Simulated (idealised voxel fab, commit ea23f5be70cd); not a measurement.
process module | voxel gate over fins
cross-section cut | 165 nm wide | cells 5 nm
A cross-section is a grid of square cells, given in bands from the top down. A band is one or more rows of cells.
Each band's line starts with the height of the band's top and of its bottom, in nm. Then come its materials from left to right, each with its width in nm. One material with "throughout" fills the band from edge to edge. "air" is empty space.
Height 0 is the level under which the wafer as received is all one material. The lowest band goes on downwards, as in "0 down".
A width such as "30 to 40" changes by the same amount from each row of cells to the next, from the band's top row to its bottom row.
"no change" after a step means that no cell of the cross-section changed.
closed voids: empty space of 8 cells or more with no open way to the top, each as width x height at its distance from the left edge, in nm
after a step's settings: what the simulator itself notes on the step
overlay nm, on a step with a mask: how far to the right of its planned place the mask lay; to the left if negative
plan
1 op RECEIVE | material Si
2 op CONFORMAL_DEP | material SiN | thk nm 5
3 op PATTERN | tone cover | mask id FINS | material resist | width nm 15 | pitch nm 60 | thk nm 20 | overlay nm 0
4 op DIRECTIONAL_ETCH | etch materials SiN | depth nm 5
5 op DIRECTIONAL_ETCH | etch materials Si | depth nm 30
6 op STRIP | etch materials resist
7 op OXIDIZE | depth nm 5
8 op FILL_DEP | material SiO2 | thk nm 5
9 op CMP | height nm 5
10 op MASKED_ETCH | tone open | mask id RAIL | width nm 15 | etch materials SiO2 | depth nm 30 | overlay nm 0
11 op CONFORMAL_DEP | material TiN | thk nm 5
12 op FILL_DEP | material W | thk nm 10
13 op CMP | height nm 5
14 op SELECTIVE_ETCH | etch materials W Ru TiN | depth nm 25
15 op FILL_DEP | material SiO2 | thk nm 5
16 op CMP | height nm 5
17 op SELECTIVE_ETCH | etch materials SiO2 | depth nm 20
18 op STRIP | etch materials SiN
19 op CONFORMAL_DEP | material HfO2 | thk nm 5
20 op CONFORMAL_DEP | material TiN | thk nm 5
21 op FILL_DEP | material W | thk nm 15
22 op CMP | height nm 20
23 op CONFORMAL_DEP | material SiN | thk nm 10
varied across the wafers: width nm of step 10. The plan shows the first wafer's value. All wafers start alike
first wafer as received, after step 1
  0 down: Si throughout
  closed voids: none
each wafer at the end: cells of each material gained (+) or lost (-) since it was received, then its closed voids
width nm 15 | +51 HfO2 | -210 Si | +66 SiN | +117 SiO2 | +54 TiN | +120 W | closed voids: none
width nm 20 | +51 HfO2 | -210 Si | +66 SiN | +116 SiO2 | +55 TiN | +120 W | closed voids: none
width nm 25 | +51 HfO2 | -210 Si | +66 SiN | +115 SiO2 | +56 TiN | +120 W | closed voids: none
width nm 30 | +51 HfO2 | -210 Si | +66 SiN | +114 SiO2 | +57 TiN | +120 W | closed voids: none
